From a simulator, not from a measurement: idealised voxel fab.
Herein follows the process module entitled voxel self aligned contacts.
Displayed cross-section: cut, width of 265 nm, square cells sized 5 nm.
A cross-section is written here as square cells arranged in a grid, and it is given in bands from the top down, each band taking up one or more rows of cells.
Heights first: top, then bottom, in nm. Then materials, left to right, each with a width in nm. "edge to edge" on a single material: fills the band edge to edge. "empty": empty space.
Below 0: as-received wafer, all one material; heights counted from there. Lowest band: no bottom, goes on down, written "top 0, no bottom".
A width such as "30 to 40" changes by the same amount from each row of cells to the next, from the band's top row to its bottom row.
What does "nothing changed" mean for a step? It means no cell of the cross-section changed in that step.
Reported under the label "Fully sealed voids" are the empty spaces having no open way to the top and comprising 8 cells or more; the notation for each is width x height at distance, in which the distance is measured from the left edge and all three values are in nm.
Whatever follows a step's settings on its line is a remark the simulator itself makes about that step.
Among the settings permitted on a step's line is "overlay nm"; applied to a step with a mask, it specifies the extent to which the mask lay to the right of its planned position, whereas a negative figure signifies a position to the left.

[This section lists the process steps that were planned]
- 1: op RECEIVE | material Si
- 2: op CONFORMAL_DEP | material SiO2 | thk nm 5
- 3: op DIRECTIONAL_DEP | material polySi | thk nm 20
- 4: op DIRECTIONAL_DEP | material SiN | thk nm 15
- 5: op PATTERN | tone cover | mask id GATE | material resist | width nm 35 | pitch nm 70 | thk nm 15 | overlay nm 0
- 6: op DIRECTIONAL_ETCH | etch materials SiN | depth nm 15
- 7: op DIRECTIONAL_ETCH | etch materials polySi | depth nm 20
- 8: op STRIP | etch materials resist
- 9: op CONFORMAL_DEP | material SiN | thk nm 5
- 10: op DIRECTIONAL_ETCH | etch materials SiN | depth nm 5
- 11: op FILL_DEP | material SiO2 | thk nm 10
- 12: op CMP | height nm 45
- 13: op PATTERN | tone open | mask id CONTACT | material resist | width nm 55 | thk nm 20 | overlay nm 0
- 14: op DIRECTIONAL_ETCH | etch materials SiO2 | depth nm 45
- 15: op STRIP | etch materials resist
- 16: op CONFORMAL_DEP | material TiN | thk nm 5
- 17: op FILL_DEP | material W | thk nm 5
- 18: op CMP | height nm 45
- 19: op CONFORMAL_DEP | material SiCN | thk nm 5

[As-received state of the wafer in cross-section, equivalent to post-step 1]
  top 0, no bottom: Si edge to edge
  Fully sealed voids: none

[Sectioned view, first of two wafers, at the close of the module, processed as intended in the plan]
  top 50, bottom 45: SiCN edge to edge
  top 45, bottom 40: SiO2=105; TiN=20; W=15; TiN=20; SiO2=105
  top 40, bottom 25: SiO2=75; SiN=45; TiN=5; W=15; TiN=5; SiN=45; SiO2=75
  top 25, bottom 5: SiO2=75; SiN=5; polySi=35; SiN=5; TiN=5; W=15; TiN=5; SiN=5; polySi=35; SiN=5; SiO2=75
  top 5, bottom 0: SiO2=120; TiN=25; SiO2=120
  top 0, no bottom: Si edge to edge
  Fully sealed voids: none

[Here is the second of the two wafers cut open at the end of the module - same start, same plan as the first one, but we made one mistake running it]
  top 50, bottom 45: SiCN edge to edge
  top 45, bottom 35: SiO2=75; SiN=45; TiN=5; W=15; TiN=5; SiN=45; SiO2=75
  top 35, bottom 20: SiO2=75; SiN=5; polySi=35; SiN=5; TiN=5; W=15; TiN=5; SiN=5; polySi=35; SiN=5; SiO2=75
  top 20, bottom 15: SiO2=75; SiN=5; polySi=35; SiN=5; TiN=25; SiN=5; polySi=35; SiN=5; SiO2=75
  top 15, bottom 5: polySi edge to edge
  top 5, bottom 0: SiO2 edge to edge
  top 0, no bottom: Si edge to edge
  Fully sealed voids: none
Misprocessing identified: off-plan run, step 3, actual operation and settings op DIRECTIONAL_DEP | material polySi | thk nm 30
The final cell counts differ between the wafers, with the second having more or fewer of some materials than the first: SiN: 18 fewer, SiO2: 67 fewer, TiN: 12 fewer, W: 9 fewer, polySi: 106 more
